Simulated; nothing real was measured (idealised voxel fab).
process module | voxel self aligned contacts
cross-section cut | 255 nm wide | cells 5 nm
A cross-section is a grid of square cells, given in bands from the top down. A band is one or more rows of cells.
Each band's line starts with the height of the band's top and of its bottom, in nm. Then come its materials from left to right, each with its width in nm. One material with "throughout" fills the band from edge to edge. "air" is empty space.
Height 0 is the level under which the wafer as received is all one material. The lowest band goes on downwards, as in "0 down".
A width such as "30 to 40" changes by the same amount from each row of cells to the next, from the band's top row to its bottom row.
"no change" after a step means that no cell of the cross-section changed.
closed voids: empty space of 8 cells or more with no open way to the top, each as width x height at its distance from the left edge, in nm
after a step's settings: what the simulator itself notes on the step
overlay nm, on a step with a mask: how far to the right of its planned place the mask lay; to the left if negative
plan
1 op RECEIVE | material Si
2 op OXIDIZE | depth nm 5
3 op DIRECTIONAL_DEP | material polySi | thk nm 20
4 op DIRECTIONAL_DEP | material SiN | thk nm 20
5 op DIRECTIONAL_DEP | material aC | thk nm 10
6 op PATTERN | tone cover | mask id GATE | material resist | width nm 35 | pitch nm 60 | thk nm 30 | overlay nm 0
7 op DIRECTIONAL_ETCH | etch materials aC | depth nm 10
8 op STRIP | etch materials resist
9 op DIRECTIONAL_ETCH | etch materials SiN | depth nm 20
10 op DIRECTIONAL_ETCH | etch materials polySi | depth nm 20
11 op STRIP | etch materials aC
12 op CONFORMAL_DEP | material SiN | thk nm 5
13 op DIRECTIONAL_ETCH | etch materials SiN | depth nm 5
14 op FILL_DEP | material SiO2 | thk nm 15
15 op CMP | height nm 35
16 op DIRECTIONAL_DEP | material aC | thk nm 10
17 op PATTERN | tone open | mask id CONTACT | material resist | width nm 35 | pitch nm 60 | thk nm 25 | overlay nm 0
18 op DIRECTIONAL_ETCH | etch materials aC | depth nm 10
19 op STRIP | etch materials resist
20 op DIRECTIONAL_ETCH | etch materials SiO2 | depth nm 50
21 op STRIP | etch materials aC
22 op CONFORMAL_DEP | material TiN | thk nm 5
23 op FILL_DEP | material W | thk nm 10
24 op CMP | height nm 45
25 op CONFORMAL_DEP | material SiCN | thk nm 5
varied across the wafers: height nm of step 15. The plan shows the first wafer's value. All wafers start alike
first wafer as received, after step 1
  0 down: Si throughout
  closed voids: none
each wafer at the end: cells of each material gained (+) or lost (-) since it was received, then its closed voids
height nm 35 | -51 Si | +51 SiCN | +105 SiN | +171 SiO2 | +83 TiN | +67 W | +84 polySi | closed voids: none
height nm 40 | -51 Si | +51 SiCN | +132 SiN | +189 SiO2 | +87 TiN | +18 W | +84 polySi | closed voids: none
height nm 45 | -51 Si | +51 SiCN | +132 SiN | +226 SiO2 | +50 TiN | +18 W | +84 polySi | closed voids: none
height nm 50 | -51 Si | +51 SiCN | +132 SiN | +232 SiO2 | +46 TiN | +16 W | +84 polySi | closed voids: none
height nm 55 | -51 Si | +51 SiCN | +132 SiN | +238 SiO2 | +42 TiN | +14 W | +84 polySi | closed voids: none
